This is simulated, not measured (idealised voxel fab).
The name of this process module is voxel capacitor over wiring.
Shown is cross-section cut, with a width of 275 nm and square cells of size 5 nm.
Cross-section layout: square cells on a grid; listed as bands, top to bottom; a band spans one or more cell rows.
Top, bottom (nm), then materials left to right with widths (nm); lone material tagged "full width" fills the whole band edge to edge; "air" = empty space.
Height 0 is the level under which the wafer as received is all one material. The lowest band goes on downwards, as in "0 down".
A width given as "30->40" starts at the first number in the band's top row and ends at the second number in its bottom row, shifting by an equal amount at every step from row to row.
"no alteration" means the step left every cell of the cross-section as it was.
If an empty space has no open way to the top and is at least 8 cells in size, "Trapped voids" lists it, written width x height at distance, where distance is measured from the left edge and every value is in nm.
Note: text after step settings on the step line = simulator remark on that step.
overlay nm: on a step with a mask, how far right of its planned place the mask lay; negative means left.

[So here's the lineup of process steps we planned]
1: RECEIVE,material Si
2: CONFORMAL_DEP,material SiO2,thk nm 10
3: CONFORMAL_DEP,material SiCN,thk nm 5
4: DIRECTIONAL_DEP,material lowk,thk nm 20
5: DIRECTIONAL_DEP,material aC,thk nm 15
6: PATTERN,tone open,mask id METAL_1,material resist,width nm 20,pitch nm 75,thk nm 30,overlay nm 0
7: DIRECTIONAL_ETCH,etch materials aC,depth nm 15
8: STRIP,etch materials resist
9: DIRECTIONAL_ETCH,etch materials lowk,depth nm 20
10: DIRECTIONAL_ETCH,etch materials SiCN,depth nm 5
11: STRIP,etch materials aC
12: CONFORMAL_DEP,material TiN,thk nm 5
13: FILL_DEP,material Cu,thk nm 10
14: CMP,height nm 35
15: CONFORMAL_DEP,material SiCN,thk nm 5
16: DIRECTIONAL_DEP,material SiO2,thk nm 10
17: DIRECTIONAL_DEP,material aC,thk nm 10
18: PATTERN,tone open,mask id PLUG_1,material resist,width nm 15,thk nm 25,overlay nm 0
19: DIRECTIONAL_ETCH,etch materials aC,depth nm 10
20: STRIP,etch materials resist
21: DIRECTIONAL_ETCH,etch materials SiO2,depth nm 10
22: DIRECTIONAL_ETCH,etch materials SiCN,depth nm 5
23: STRIP,etch materials aC
24: EPI,material Ru,thk nm 10
25: EPI,material Ru,thk nm 5
26: DIRECTIONAL_DEP,material TiN,thk nm 10
27: DIRECTIONAL_DEP,material SiN,thk nm 5
28: DIRECTIONAL_DEP,material TiN,thk nm 5
29: PATTERN,tone cover,mask id UPPER_PLATE,material resist,width nm 60,thk nm 20,overlay nm 0
30: DIRECTIONAL_ETCH,etch materials TiN,depth nm 5
31: DIRECTIONAL_ETCH,etch materials SiN,depth nm 5
32: STRIP,etch materials resist
33: MASKED_ETCH,tone cover,mask id LOWER_PLATE,width nm 70,etch materials TiN,depth nm 10,overlay nm 0
34: FILL_DEP,material SiO2,thk nm 15
35: CMP,height nm 80
36: MASKED_ETCH,tone open,mask id PLUG_2,width nm 15,etch materials SiO2,depth nm 10,overlay nm 0
37: CONFORMAL_DEP,material TiN,thk nm 5
38: FILL_DEP,material W,thk nm 10
39: CMP,height nm 80
40: CONFORMAL_DEP,material SiCN,thk nm 5

[The cross-section here shows the wafer as received, i.e. in its state after step 1]
  0 down: Si full width
  Trapped voids: none

[This is how the wafer looks in cross-section once the module is done, given the starting state and plan above and one mistake in carrying the plan out]
  85 to 80: SiCN full width
  80 to 75: 105 SiO2  5 TiN  5 W  5 TiN  155 SiO2
  75 to 65: 105->110 SiO2  15->45 TiN  155->120 SiO2
  65 to 60: 110 SiO2  45 SiN  120 SiO2
  60 to 55: 90 SiO2  5 TiN  15 SiO2  50 TiN  115 SiO2
  55 to 50: 90 SiO2  70 TiN  115 SiO2
  50 to 45: 95 SiO2  15 SiN  165 SiO2
  45 to 40: 95 SiO2  15 TiN  165 SiO2
  40 to 35: 95 SiCN  15 TiN  165 SiCN
  35 to 15: 85 Cu  5 TiN  20 lowk  5 TiN  45 Cu  5 TiN  20 lowk  5 TiN  85 Cu
  15 to 10: 90 TiN  20 SiCN  55 TiN  20 SiCN  90 TiN
  10 to 0: SiO2 full width
  0 down: Si full width
  Trapped voids: none
Want to know what went wrong? step 6 was not run as planned; what actually ran was PATTERN,tone cover,mask id METAL_1,material resist,width nm 20,pitch nm 75,thk nm 30,overlay nm 0
